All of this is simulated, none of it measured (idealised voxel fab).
process module | voxel wiring stack
cross-section cut | 275 nm wide | cells 5 nm
A cross-section is a grid of square cells, given in bands from the top down. A band is one or more rows of cells.
Each band's line starts with the height of the band's top and of its bottom, in nm. Then come its materials from left to right, each with its width in nm. One material with "throughout" fills the band from edge to edge. "air" is empty space.
Height 0 is the level under which the wafer as received is all one material. The lowest band goes on downwards, as in "0 down".
A width such as "30 to 40" changes by the same amount from each row of cells to the next, from the band's top row to its bottom row.
"no change" after a step means that no cell of the cross-section changed.
closed voids: empty space of 8 cells or more with no open way to the top, each as width x height at its distance from the left edge, in nm
after a step's settings: what the simulator itself notes on the step
overlay nm, on a step with a mask: how far to the right of its planned place the mask lay; to the left if negative
plan
1 op RECEIVE | material Si
2 op CONFORMAL_DEP | material SiO2 | thk nm 10
3 op CONFORMAL_DEP | material SiN | thk nm 5
4 op DIRECTIONAL_DEP | material SiO2 | thk nm 15
5 op DIRECTIONAL_DEP | material aC | thk nm 10
6 op PATTERN | tone open | mask id METAL_1 | material resist | width nm 20 | pitch nm 40 | thk nm 25 | overlay nm 0
7 op DIRECTIONAL_ETCH | etch materials aC | depth nm 10
8 op STRIP | etch materials resist
9 op DIRECTIONAL_ETCH | etch materials SiO2 | depth nm 15
10 op DIRECTIONAL_ETCH | etch materials SiN | depth nm 5
11 op STRIP | etch materials aC
12 op CONFORMAL_DEP | material TiN | thk nm 5
13 op FILL_DEP | material Cu | thk nm 5
14 op CMP | height nm 30
15 op CONFORMAL_DEP | material SiCN | thk nm 5
16 op DIRECTIONAL_DEP | material SiO2 | thk nm 20
17 op MASKED_ETCH | tone open | mask id PLUG_1 | width nm 15 | pitch nm 40 | etch materials SiO2 | depth nm 20 | overlay nm 0
18 op MASKED_ETCH | tone open | mask id PLUG_1 | width nm 15 | pitch nm 40 | etch materials SiCN | depth nm 5 | overlay nm 0
19 op EPI | material Ru | thk nm 10
20 op EPI | material Ru | thk nm 10
21 op EPI | material Ru | thk nm 5
22 op CONFORMAL_DEP | material SiN | thk nm 5
23 op DIRECTIONAL_DEP | material SiO2 | thk nm 20
24 op DIRECTIONAL_DEP | material aC | thk nm 10
25 op PATTERN | tone open | mask id METAL_2 | material resist | width nm 20 | pitch nm 40 | thk nm 25 | overlay nm 0
26 op DIRECTIONAL_ETCH | etch materials aC | depth nm 10
27 op STRIP | etch materials resist
28 op DIRECTIONAL_ETCH | etch materials SiO2 | depth nm 20
29 op DIRECTIONAL_ETCH | etch materials SiN | depth nm 5
30 op STRIP | etch materials aC
31 op CONFORMAL_DEP | material TiN | thk nm 5
32 op FILL_DEP | material Ru | thk nm 10
33 op CMP | height nm 80
34 op CONFORMAL_DEP | material SiCN | thk nm 5
35 op DIRECTIONAL_DEP | material lowk | thk nm 20
36 op DIRECTIONAL_DEP | material aC | thk nm 15
37 op PATTERN | tone open | mask id PLUG_2 | material resist | width nm 15 | pitch nm 40 | thk nm 30 | overlay nm 0
38 op DIRECTIONAL_ETCH | etch materials aC | depth nm 15
39 op STRIP | etch materials resist
40 op DIRECTIONAL_ETCH | etch materials lowk | depth nm 20
41 op DIRECTIONAL_ETCH | etch materials SiCN | depth nm 5
42 op STRIP | etch materials aC
43 op CONFORMAL_DEP | material TiN | thk nm 5
44 op FILL_DEP | material W | thk nm 10
45 op CMP | height nm 105
46 op DIRECTIONAL_DEP | material TiN | thk nm 5
47 op DIRECTIONAL_DEP | material W | thk nm 15
48 op MASKED_ETCH | tone cover | mask id METAL_3 | width nm 20 | pitch nm 40 | etch materials W | depth nm 15 | overlay nm 0
49 op MASKED_ETCH | tone cover | mask id METAL_3 | width nm 20 | pitch nm 40 | etch materials TiN | depth nm 5 | overlay nm 0
50 op FILL_DEP | material lowk | thk nm 5
51 op CMP | height nm 125
52 op CONFORMAL_DEP | material SiCN | thk nm 5
as received, after step 1
  0 down: Si throughout
  closed voids: none
first wafer at the end, as planned
  130 to 125: SiCN throughout
  125 to 110: lowk 65 | W 20 | lowk 20 | W 20 | lowk 20 | W 20 | lowk 20 | W 20 | lowk 70
  110 to 105: lowk 65 | TiN 20 | lowk 20 | TiN 20 | lowk 20 | TiN 20 | lowk 20 | TiN 20 | lowk 70
  105 to 85: lowk 65 | TiN 5 | W 5 | TiN 5 | lowk 25 | TiN 5 | W 5 | TiN 5 | lowk 25 | TiN 5 | W 5 | TiN 5 | lowk 25 | TiN 5 | W 5 | TiN 5 | lowk 75
  85 to 80: SiCN 65 | TiN 15 | SiCN 25 | TiN 15 | SiCN 25 | TiN 15 | SiCN 25 | TiN 15 | SiCN 75
  80 to 60: SiO2 65 | TiN 5 | Ru 10 | TiN 5 | SiO2 20 | TiN 5 | Ru 10 | TiN 5 | SiO2 20 | TiN 5 | Ru 10 | TiN 5 | SiO2 20 | TiN 5 | Ru 10 | TiN 5 | SiO2 70
  60 to 55: SiN 65 | TiN 20 | SiN 20 | TiN 20 | SiN 20 | TiN 20 | SiN 20 | TiN 20 | SiN 70
  55 to 35: SiO2 65 | Ru 15 | SiO2 25 | Ru 15 | SiO2 25 | Ru 15 | SiO2 25 | Ru 15 | SiO2 75
  35 to 30: SiCN 65 | Ru 15 | SiCN 25 | Ru 15 | SiCN 25 | Ru 15 | SiCN 25 | Ru 15 | SiCN 75
  30 to 15: SiO2 65 | TiN 5 | Cu 10 | TiN 5 | SiO2 20 | TiN 5 | Cu 10 | TiN 5 | SiO2 20 | TiN 5 | Cu 10 | TiN 5 | SiO2 20 | TiN 5 | Cu 10 | TiN 5 | SiO2 70
  15 to 10: SiN 65 | TiN 20 | SiN 20 | TiN 20 | SiN 20 | TiN 20 | SiN 20 | TiN 20 | SiN 70
  10 to 0: SiO2 throughout
  0 down: Si throughout
  closed voids: none
second wafer at the end: like start, like plan, one mistake
  130 to 125: SiCN throughout
  125 to 110: lowk 65 | W 20 | lowk 20 | W 20 | lowk 20 | W 20 | lowk 20 | W 20 | lowk 70
  110 to 105: lowk 65 | TiN 20 | lowk 20 | TiN 20 | lowk 20 | TiN 20 | lowk 20 | TiN 20 | lowk 70
  105 to 90: lowk 65 | TiN 5 | W 5 | TiN 5 | lowk 25 | TiN 5 | W 5 | TiN 5 | lowk 25 | TiN 5 | W 5 | TiN 5 | lowk 25 | TiN 5 | W 5 | TiN 5 | lowk 75
  90 to 85: lowk 65 | TiN 15 | lowk 25 | TiN 15 | lowk 25 | TiN 15 | lowk 25 | TiN 15 | lowk 75
  85 to 80: lowk throughout
  80 to 60: SiO2 65 | TiN 5 | Ru 10 | TiN 5 | SiO2 20 | TiN 5 | Ru 10 | TiN 5 | SiO2 20 | TiN 5 | Ru 10 | TiN 5 | SiO2 20 | TiN 5 | Ru 10 | TiN 5 | SiO2 70
  60 to 55: SiN 65 | TiN 20 | SiN 20 | TiN 20 | SiN 20 | TiN 20 | SiN 20 | TiN 20 | SiN 70
  55 to 35: SiO2 65 | Ru 15 | SiO2 25 | Ru 15 | SiO2 25 | Ru 15 | SiO2 25 | Ru 15 | SiO2 75
  35 to 30: SiCN 65 | Ru 15 | SiCN 25 | Ru 15 | SiCN 25 | Ru 15 | SiCN 25 | Ru 15 | SiCN 75
  30 to 15: SiO2 65 | TiN 5 | Cu 10 | TiN 5 | SiO2 20 | TiN 5 | Cu 10 | TiN 5 | SiO2 20 | TiN 5 | Cu 10 | TiN 5 | SiO2 20 | TiN 5 | Cu 10 | TiN 5 | SiO2 70
  15 to 10: SiN 65 | TiN 20 | SiN 20 | TiN 20 | SiN 20 | TiN 20 | SiN 20 | TiN 20 | SiN 70
  10 to 0: SiO2 throughout
  0 down: Si throughout
  closed voids: none
what went wrong: step 34 ran as: op CONFORMAL_DEP | material lowk | thk nm 5
at the end the second wafer has, in cells: 43 fewer of SiCN | 8 fewer of TiN | 4 fewer of W | 55 more of lowk
